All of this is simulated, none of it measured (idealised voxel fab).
Module name: voxel air gaps (process module)
It is cross-section cut that appears here, measuring 275 nm in width, its square cells being 5 nm in size.
A cross-section is a grid of square cells, given in bands from the top down. A band is one or more rows of cells.
Band entry format. Leading values: height of top, height of bottom, nm. Remainder: materials in left-to-right order, each with its width in nm. Special words: "all across" on a single material, which then fills the band edge to edge; "blank", empty space.
Heads up on the height convention: 0 is the point under which the incoming wafer is all one material, and the lowest band has no bottom, it just keeps going down, like "0 -> down".
With a width like "30 to 40", each row of cells in the band differs from the next by the same amount, the top row carrying the first number and the bottom row the second.
The designation "remained unchanged", where it is given for a processing step, indicates that no cell of the cross-section was altered in the course of that step.
Basically, "Enclosed internal voids" tells you about the enclosed voids: empty spaces with no open way to the top, 8 cells or bigger, each written width x height at distance, where distance is from the left edge, all in nm.
after a step's settings: what the simulator itself notes on the step
overlay nm: step with mask; distance mask lay right of planned place; negative value = left of planned place.
### The steps planned for the process are as follows
| 1 | op RECEIVE | material Si |
| 2 | op CONFORMAL_DEP | material SiO2 | thk nm 10 |
| 3 | op CONFORMAL_DEP | material SiCN | thk nm 5 |
| 4 | op DIRECTIONAL_DEP | material SiO2 | thk nm 35 |
| 5 | op PATTERN | tone open | mask id LINES | material resist | width nm 20 | pitch nm 50 | thk nm 20 | overlay nm 0 |
| 6 | op DIRECTIONAL_ETCH | etch materials SiO2 | depth nm 35 |
| 7 | op STRIP | etch materials resist |
| 8 | op CONFORMAL_DEP | material TiN | thk nm 5 |
| 9 | op FILL_DEP | material Cu | thk nm 10 |
| 10 | op CMP | height nm 50 |
| 11 | op EPI | material Ru | thk nm 10 |
| 12 | op SELECTIVE_ETCH | etch materials SiO2 | depth nm 45 |
| 13 | op CONFORMAL_DEP | material SiCN | thk nm 5 |
### Of two wafers, the first: run according to plan
### As received (post step 1): cross-section
	0 -> down | Si all across
	Enclosed internal voids: none
### Cross-section of the wafer subsequent to step 2
	10 -> 0 | SiO2 all across
	For the remainder of the cross-section, below 0, there is no change.
### Cross-section of the wafer subsequent to step 3
	15 -> 10 | SiCN all across
	For the remainder of the cross-section, below 10, there is no change.
### Cross-section of the wafer subsequent to step 4
	50 -> 15 | SiO2 all across
	For the remainder of the cross-section, below 15, there is no change.
### Cross-section of the wafer subsequent to step 5
	70 -> 50 | resist 75 nm / blank 20 nm / resist 30 nm / blank 20 nm / resist 30 nm / blank 20 nm / resist 80 nm
	For the remainder of the cross-section, below 50, there is no change.
### Cross-section of the wafer subsequent to step 6
	70 -> 50 | resist 75 nm / blank 20 nm / resist 30 nm / blank 20 nm / resist 30 nm / blank 20 nm / resist 80 nm
	50 -> 15 | SiO2 75 nm / blank 20 nm / SiO2 30 nm / blank 20 nm / SiO2 30 nm / blank 20 nm / SiO2 80 nm
	For the remainder of the cross-section, below 15, there is no change.
### Cross-section of the wafer subsequent to step 7
	50 -> 15 | SiO2 75 nm / blank 20 nm / SiO2 30 nm / blank 20 nm / SiO2 30 nm / blank 20 nm / SiO2 80 nm
	For the remainder of the cross-section, below 15, there is no change.
### Cross-section of the wafer subsequent to step 8
	55 -> 50 | TiN 80 nm / blank 10 nm / TiN 40 nm / blank 10 nm / TiN 40 nm / blank 10 nm / TiN 85 nm
	50 -> 20 | SiO2 75 nm / TiN 5 nm / blank 10 nm / TiN 5 nm / SiO2 30 nm / TiN 5 nm / blank 10 nm / TiN 5 nm / SiO2 30 nm / TiN 5 nm / blank 10 nm / TiN 5 nm / SiO2 80 nm
	20 -> 15 | SiO2 75 nm / TiN 20 nm / SiO2 30 nm / TiN 20 nm / SiO2 30 nm / TiN 20 nm / SiO2 80 nm
	For the remainder of the cross-section, below 15, there is no change.
### Cross-section of the wafer subsequent to step 9
	65 -> 55 | Cu all across
	55 -> 50 | TiN 80 nm / Cu 10 nm / TiN 40 nm / Cu 10 nm / TiN 40 nm / Cu 10 nm / TiN 85 nm
	50 -> 20 | SiO2 75 nm / TiN 5 nm / Cu 10 nm / TiN 5 nm / SiO2 30 nm / TiN 5 nm / Cu 10 nm / TiN 5 nm / SiO2 30 nm / TiN 5 nm / Cu 10 nm / TiN 5 nm / SiO2 80 nm
	For the remainder of the cross-section, below 20, there is no change.
### Cross-section of the wafer subsequent to step 10
	50 -> 20 | SiO2 75 nm / TiN 5 nm / Cu 10 nm / TiN 5 nm / SiO2 30 nm / TiN 5 nm / Cu 10 nm / TiN 5 nm / SiO2 30 nm / TiN 5 nm / Cu 10 nm / TiN 5 nm / SiO2 80 nm
	For the remainder of the cross-section, below 20, there is no change.
### Cross-section of the wafer subsequent to step 11
	60 -> 50 | blank 65 nm / Ru 40 nm / blank 10 nm / Ru 40 nm / blank 10 nm / Ru 40 nm / blank 70 nm
	For the remainder of the cross-section, below 50, there is no change.
### Cross-section of the wafer subsequent to step 12
	60 -> 50 | blank 65 nm / Ru 40 nm / blank 10 nm / Ru 40 nm / blank 10 nm / Ru 40 nm / blank 70 nm
	50 -> 20 | blank 75 nm / TiN 5 nm / Cu 10 nm / TiN 5 nm / blank 30 nm / TiN 5 nm / Cu 10 nm / TiN 5 nm / blank 30 nm / TiN 5 nm / Cu 10 nm / TiN 5 nm / blank 80 nm
	20 -> 15 | blank 75 nm / TiN 20 nm / blank 30 nm / TiN 20 nm / blank 30 nm / TiN 20 nm / blank 80 nm
	For the remainder of the cross-section, below 15, there is no change.
### Cross-section of the wafer subsequent to step 13
	65 -> 60 | blank 60 nm / SiCN 150 nm / blank 65 nm
	60 -> 50 | blank 60 nm / SiCN 5 nm / Ru 40 nm / SiCN 10 nm / Ru 40 nm / SiCN 10 nm / Ru 40 nm / SiCN 5 nm / blank 65 nm
	50 -> 45 | blank 60 nm / SiCN 15 nm / TiN 5 nm / Cu 10 nm / TiN 5 nm / SiCN 30 nm / TiN 5 nm / Cu 10 nm / TiN 5 nm / SiCN 30 nm / TiN 5 nm / Cu 10 nm / TiN 5 nm / SiCN 15 nm / blank 65 nm
	45 -> 20 | blank 70 nm / SiCN 5 nm / TiN 5 nm / Cu 10 nm / TiN 5 nm / SiCN 5 nm / blank 20 nm / SiCN 5 nm / TiN 5 nm / Cu 10 nm / TiN 5 nm / SiCN 5 nm / blank 20 nm / SiCN 5 nm / TiN 5 nm / Cu 10 nm / TiN 5 nm / SiCN 5 nm / blank 75 nm
	20 -> 15 | SiCN 75 nm / TiN 20 nm / SiCN 30 nm / TiN 20 nm / SiCN 30 nm / TiN 20 nm / SiCN 80 nm
	For the remainder of the cross-section, below 15, there is no change.
	Enclosed internal voids: 20 x 25 at 100; 20 x 25 at 150
### second wafer: like start, like plan, one mistake. Through step 10 it matches the first wafer
### X-section, second wafer, when step 11 was due to finish
	70 -> 50 | blank 55 nm / Ru 160 nm / blank 60 nm
	For the remainder of the cross-section, below 50, there is no change.
### X-section, second wafer, when step 12 was due to finish
	70 -> 50 | blank 55 nm / Ru 160 nm / blank 60 nm
	50 -> 20 | blank 75 nm / TiN 5 nm / Cu 10 nm / TiN 5 nm / SiO2 30 nm / TiN 5 nm / Cu 10 nm / TiN 5 nm / SiO2 30 nm / TiN 5 nm / Cu 10 nm / TiN 5 nm / blank 80 nm
	20 -> 15 | blank 75 nm / TiN 20 nm / SiO2 30 nm / TiN 20 nm / SiO2 30 nm / TiN 20 nm / blank 80 nm
	For the remainder of the cross-section, below 15, there is no change.
### X-section, second wafer, when step 13 was due to finish
	75 -> 70 | blank 50 nm / SiCN 170 nm / blank 55 nm
	70 -> 50 | blank 50 nm / SiCN 5 nm / Ru 160 nm / SiCN 5 nm / blank 55 nm
	50 -> 45 | blank 50 nm / SiCN 25 nm / TiN 5 nm / Cu 10 nm / TiN 5 nm / SiO2 30 nm / TiN 5 nm / Cu 10 nm / TiN 5 nm / SiO2 30 nm / TiN 5 nm / Cu 10 nm / TiN 5 nm / SiCN 25 nm / blank 55 nm
	45 -> 20 | blank 70 nm / SiCN 5 nm / TiN 5 nm / Cu 10 nm / TiN 5 nm / SiO2 30 nm / TiN 5 nm / Cu 10 nm / TiN 5 nm / SiO2 30 nm / TiN 5 nm / Cu 10 nm / TiN 5 nm / SiCN 5 nm / blank 75 nm
	20 -> 15 | SiCN 75 nm / TiN 20 nm / SiO2 30 nm / TiN 20 nm / SiO2 30 nm / TiN 20 nm / SiCN 80 nm
	For the remainder of the cross-section, below 15, there is no change.
Run error: twice over, step 11 of the plan was run
The final cell counts differ between the wafers, with the second having more or fewer of some materials than the first: Ru: 80 more | SiCN: 40 fewer | SiO2: 84 more
Final closed voids: first wafer 2, second wafer 0.
